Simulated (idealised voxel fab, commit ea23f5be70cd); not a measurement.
The name of this process module is voxel capacitor over wiring.
Square cells of 5 nm make up the cross-section cut, whose width is 180 nm.
How to read a cross-section here: the picture is a grid of square cells, written as bands going from the top down, and any band can span one or more rows of cells.
In this notation a band is specified by the heights of its top and bottom, in that order and in nm, after which its materials appear from left to right, each paired with its width in nm. The word "full width" attached to a single material means that material fills the band from edge to edge; the word "empty" stands for empty space.
All heights in this document are referenced to 0, defined as the level beneath which the wafer, as received, consists entirely of one material. The lowest band is not bounded below; it extends indefinitely downward and is written in the form "0 nm and below".
The two numbers in a width such as "30..40" mark its ends across the band: the first belongs to the top row of cells, the second to the bottom row, and from each row to the next the width moves by the same amount.
Take "no change" at face value: in the step it is given for, the cross-section changed in none of its cells.
If an empty space has no open way to the top and is at least 8 cells in size, "Closed void listing" lists it, written width x height at distance, where distance is measured from the left edge and every value is in nm.
What comes after the settings on a step's line is commentary from the simulator itself on that step.
"overlay nm" answers the question of how far to the right of plan the mask lay on a step that has a mask, and when it is negative the answer is to the left.
**Process steps (planned)**
step 1: RECEIVE [material Si]
step 2: CONFORMAL_DEP [material SiO2] [thk nm 15]
step 3: CONFORMAL_DEP [material SiN] [thk nm 5]
step 4: DIRECTIONAL_DEP [material lowk] [thk nm 20]
step 5: DIRECTIONAL_DEP [material aC] [thk nm 10]
step 6: PATTERN [tone open] [mask id METAL_1] [material resist] [width nm 25] [pitch nm 75] [thk nm 30] [overlay nm 0]
step 7: DIRECTIONAL_ETCH [etch materials aC] [depth nm 10]
step 8: STRIP [etch materials resist]
step 9: DIRECTIONAL_ETCH [etch materials lowk] [depth nm 20]
step 10: DIRECTIONAL_ETCH [etch materials SiN] [depth nm 5]
step 11: STRIP [etch materials aC]
step 12: CONFORMAL_DEP [material TiN] [thk nm 5]
step 13: FILL_DEP [material W] [thk nm 10]
step 14: CMP [height nm 40]
step 15: CONFORMAL_DEP [material SiCN] [thk nm 5]
step 16: DIRECTIONAL_DEP [material lowk] [thk nm 15]
step 17: DIRECTIONAL_DEP [material aC] [thk nm 15]
step 18: PATTERN [tone open] [mask id PLUG_1] [material resist] [width nm 15] [thk nm 35] [overlay nm 0]
step 19: DIRECTIONAL_ETCH [etch materials aC] [depth nm 15]
step 20: STRIP [etch materials resist]
step 21: DIRECTIONAL_ETCH [etch materials lowk] [depth nm 15]
step 22: DIRECTIONAL_ETCH [etch materials SiCN] [depth nm 5]
step 23: STRIP [etch materials aC]
step 24: CONFORMAL_DEP [material TiN] [thk nm 5]
step 25: FILL_DEP [material Ru] [thk nm 5]
step 26: CMP [height nm 60]
step 27: DIRECTIONAL_DEP [material TiN] [thk nm 10]
step 28: DIRECTIONAL_DEP [material Al2O3] [thk nm 5]
step 29: DIRECTIONAL_DEP [material TiN] [thk nm 5]
step 30: PATTERN [tone cover] [mask id UPPER_PLATE] [material resist] [width nm 55] [thk nm 20] [overlay nm 0]
step 31: DIRECTIONAL_ETCH [etch materials TiN] [depth nm 5]
step 32: DIRECTIONAL_ETCH [etch materials Al2O3] [depth nm 5]
step 33: STRIP [etch materials resist]
step 34: PATTERN [tone cover] [mask id LOWER_PLATE] [material resist] [width nm 65] [thk nm 20] [overlay nm 0]
step 35: DIRECTIONAL_ETCH [etch materials TiN] [depth nm 10]
step 36: STRIP [etch materials resist]
step 37: FILL_DEP [material SiO2] [thk nm 20]
step 38: CMP [height nm 95]
step 39: DIRECTIONAL_DEP [material aC] [thk nm 15]
step 40: PATTERN [tone open] [mask id PLUG_2] [material resist] [width nm 15] [thk nm 30] [overlay nm 0]
step 41: DIRECTIONAL_ETCH [etch materials aC] [depth nm 15]
step 42: STRIP [etch materials resist]
step 43: DIRECTIONAL_ETCH [etch materials SiO2] [depth nm 15]
step 44: STRIP [etch materials aC]
step 45: CONFORMAL_DEP [material TiN] [thk nm 5]
step 46: FILL_DEP [material Cu] [thk nm 10]
step 47: CMP [height nm 95]
step 48: CONFORMAL_DEP [material SiN] [thk nm 5]
**Here's what the wafer looked like in cross-section when it arrived - that's after step 1**
  0 nm and below: Si full width
  Closed void listing: none
**End-of-module cross-section of the first of two wafers, processed as planned**
  100 nm to 95 nm: SiN full width
  95 nm to 85 nm: 60 SiO2; 5 TiN; 5 Cu; 5 TiN; 105 SiO2
  85 nm to 75 nm: 60..50 SiO2; 15..55 TiN; 105..75 SiO2
  75 nm to 70 nm: 50 SiO2; 55 Al2O3; 75 SiO2
  70 nm to 60 nm: 45 SiO2; 65 TiN; 70 SiO2
  60 nm to 45 nm: 50 lowk; 5 TiN; 5 Ru; 5 TiN; 115 lowk
  45 nm to 40 nm: 50 SiCN; 15 TiN; 115 SiCN
  40 nm to 20 nm: 40 lowk; 5 TiN; 15 W; 5 TiN; 50 lowk; 5 TiN; 15 W; 5 TiN; 40 lowk
  20 nm to 15 nm: 40 SiN; 25 TiN; 50 SiN; 25 TiN; 40 SiN
  15 nm to 0 nm: SiO2 full width
  0 nm and below: Si full width
  Closed void listing: none
**Same start, same plan as the first wafer - but one mistake in the run. Cross-section of the second of the two at the end of the module**
  100 nm to 95 nm: SiN full width
  95 nm to 85 nm: 60 SiO2; 5 TiN; 5 Cu; 5 TiN; 105 SiO2
  85 nm to 75 nm: 60..55 SiO2; 15..50 TiN; 105..75 SiO2
  75 nm to 70 nm: 50 SiO2; 55 Al2O3; 75 SiO2
  70 nm to 60 nm: 50 SiO2; 70 TiN; 60 SiO2
  60 nm to 45 nm: 50 lowk; 5 TiN; 5 Ru; 5 TiN; 115 lowk
  45 nm to 40 nm: 50 SiCN; 15 TiN; 115 SiCN
  40 nm to 20 nm: 40 lowk; 5 TiN; 15 W; 5 TiN; 50 lowk; 5 TiN; 15 W; 5 TiN; 40 lowk
  20 nm to 15 nm: 40 SiN; 25 TiN; 50 SiN; 25 TiN; 40 SiN
  15 nm to 0 nm: SiO2 full width
  0 nm and below: Si full width
  Closed void listing: none
What was done differently from what was planned? step 34 changed vs plan, executed as PATTERN [tone cover] [mask id LOWER_PLATE] [material resist] [width nm 65] [thk nm 20] [overlay nm 10]
FYI, end of process, the second wafer has more or fewer cells of some materials than the first: -1 SiO2 | +1 TiN
